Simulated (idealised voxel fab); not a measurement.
process module | voxel quadruple lines
cross-section cut | 205 nm wide | cells 5 nm
A cross-section is a grid of square cells, given in bands from the top down. A band is one or more rows of cells.
Each band's line starts with the height of the band's top and of its bottom, in nm. Then come its materials from left to right, each with its width in nm. One material with "throughout" fills the band from edge to edge. "air" is empty space.
Height 0 is the level under which the wafer as received is all one material. The lowest band goes on downwards, as in "0 down".
A width such as "30 to 40" changes by the same amount from each row of cells to the next, from the band's top row to its bottom row.
"no change" after a step means that no cell of the cross-section changed.
closed voids: empty space of 8 cells or more with no open way to the top, each as width x height at its distance from the left edge, in nm
after a step's settings: what the simulator itself notes on the step
overlay nm, on a step with a mask: how far to the right of its planned place the mask lay; to the left if negative
plan
1 op RECEIVE | material Si
2 op CONFORMAL_DEP | material Al2O3 | thk nm 5
3 op DIRECTIONAL_DEP | material Ru | thk nm 15
4 op DIRECTIONAL_DEP | material polySi | thk nm 15
5 op DIRECTIONAL_DEP | material aC | thk nm 25
6 op PATTERN | tone cover | mask id MANDREL | material resist | width nm 30 | thk nm 30 | overlay nm 0
7 op DIRECTIONAL_ETCH | etch materials aC | depth nm 25
8 op STRIP | etch materials resist
9 op CONFORMAL_DEP | material SiO2 | thk nm 10
10 op DIRECTIONAL_ETCH | etch materials SiO2 | depth nm 10
11 op STRIP | etch materials aC
12 op DIRECTIONAL_ETCH | etch materials polySi | depth nm 15
13 op STRIP | etch materials SiO2
14 op CONFORMAL_DEP | material SiCN | thk nm 10
15 op DIRECTIONAL_ETCH | etch materials SiCN | depth nm 10
16 op STRIP | etch materials polySi
17 op DIRECTIONAL_ETCH | etch materials Ru | depth nm 15
18 op STRIP | etch materials SiCN
19 op FILL_DEP | material lowk | thk nm 10
20 op CMP | height nm 20
first wafer, as planned
as received, after step 1
  0 down: Si throughout
  closed voids: none
after step 2
  5 to 0: Al2O3 throughout
  below 0: unchanged
after step 3
  20 to 5: Ru throughout
  below 5: unchanged
after step 4
  35 to 20: polySi throughout
  below 20: unchanged
after step 5
  60 to 35: aC throughout
  below 35: unchanged
after step 6
  90 to 60: air 85 | resist 30 | air 90
  below 60: unchanged
after step 7
  65 to 60: air 85 | resist 30 | air 90
  60 to 35: air 85 | aC 30 | air 90
  below 35: unchanged
after step 8
  60 to 35: air 85 | aC 30 | air 90
  below 35: unchanged
after step 9
  70 to 60: air 75 | SiO2 50 | air 80
  60 to 45: air 75 | SiO2 10 | aC 30 | SiO2 10 | air 80
  45 to 35: SiO2 85 | aC 30 | SiO2 90
  below 35: unchanged
after step 10
  60 to 35: air 75 | SiO2 10 | aC 30 | SiO2 10 | air 80
  below 35: unchanged
after step 11
  60 to 35: air 75 | SiO2 10 | air 30 | SiO2 10 | air 80
  below 35: unchanged
after step 12
  60 to 35: air 75 | SiO2 10 | air 30 | SiO2 10 | air 80
  35 to 20: air 75 | polySi 10 | air 30 | polySi 10 | air 80
  below 20: unchanged
after step 13
  35 to 20: air 75 | polySi 10 | air 30 | polySi 10 | air 80
  below 20: unchanged
after step 14
  45 to 35: air 65 | SiCN 30 | air 10 | SiCN 30 | air 70
  35 to 30: air 65 | SiCN 10 | polySi 10 | SiCN 10 | air 10 | SiCN 10 | polySi 10 | SiCN 10 | air 70
  30 to 20: SiCN 75 | polySi 10 | SiCN 30 | polySi 10 | SiCN 80
  below 20: unchanged
after step 15
  35 to 20: air 65 | SiCN 10 | polySi 10 | SiCN 10 | air 10 | SiCN 10 | polySi 10 | SiCN 10 | air 70
  below 20: unchanged
after step 16
  35 to 20: air 65 | SiCN 10 | air 10 | SiCN 10 | air 10 | SiCN 10 | air 10 | SiCN 10 | air 70
  below 20: unchanged
after step 17
  35 to 20: air 65 | SiCN 10 | air 10 | SiCN 10 | air 10 | SiCN 10 | air 10 | SiCN 10 | air 70
  20 to 5: air 65 | Ru 10 | air 10 | Ru 10 | air 10 | Ru 10 | air 10 | Ru 10 | air 70
  below 5: unchanged
after step 18
  20 to 5: air 65 | Ru 10 | air 10 | Ru 10 | air 10 | Ru 10 | air 10 | Ru 10 | air 70
  below 5: unchanged
after step 19
  30 to 20: lowk throughout
  20 to 5: lowk 65 | Ru 10 | lowk 10 | Ru 10 | lowk 10 | Ru 10 | lowk 10 | Ru 10 | lowk 70
  below 5: unchanged
after step 20
  20 to 5: lowk 65 | Ru 10 | lowk 10 | Ru 10 | lowk 10 | Ru 10 | lowk 10 | Ru 10 | lowk 70
  below 5: unchanged
second wafer: like start, like plan, one mistake. Through step 10 it matches the first wafer
when step 11 should have ended
  60 to 35: air 75 | SiO2 10 | aC 30 | SiO2 10 | air 80
  35 to 20: air 75 | polySi 50 | air 80
  below 20: unchanged
when step 12 should have ended
  60 to 35: air 75 | SiO2 10 | air 30 | SiO2 10 | air 80
  below 35: unchanged
when step 13 should have ended
  35 to 20: air 75 | polySi 50 | air 80
  below 20: unchanged
when step 14 should have ended
  45 to 35: air 65 | SiCN 70 | air 70
  35 to 30: air 65 | SiCN 10 | polySi 50 | SiCN 10 | air 70
  30 to 20: SiCN 75 | polySi 50 | SiCN 80
  below 20: unchanged
when step 15 should have ended
  35 to 20: air 65 | SiCN 10 | polySi 50 | SiCN 10 | air 70
  below 20: unchanged
when step 16 should have ended
  35 to 20: air 65 | SiCN 10 | air 50 | SiCN 10 | air 70
  below 20: unchanged
when step 17 should have ended
  35 to 20: air 65 | SiCN 10 | air 50 | SiCN 10 | air 70
  20 to 5: air 65 | Ru 10 | air 50 | Ru 10 | air 70
  below 5: unchanged
when step 18 should have ended
  20 to 5: air 65 | Ru 10 | air 50 | Ru 10 | air 70
  below 5: unchanged
when step 19 should have ended
  30 to 20: lowk throughout
  20 to 5: lowk 65 | Ru 10 | lowk 50 | Ru 10 | lowk 70
  below 5: unchanged
when step 20 should have ended
  20 to 5: lowk 65 | Ru 10 | lowk 50 | Ru 10 | lowk 70
  below 5: unchanged
what went wrong: steps 11 and 12 were swapped
at the end the second wafer has, in cells: 12 fewer of Ru | 12 more of lowk
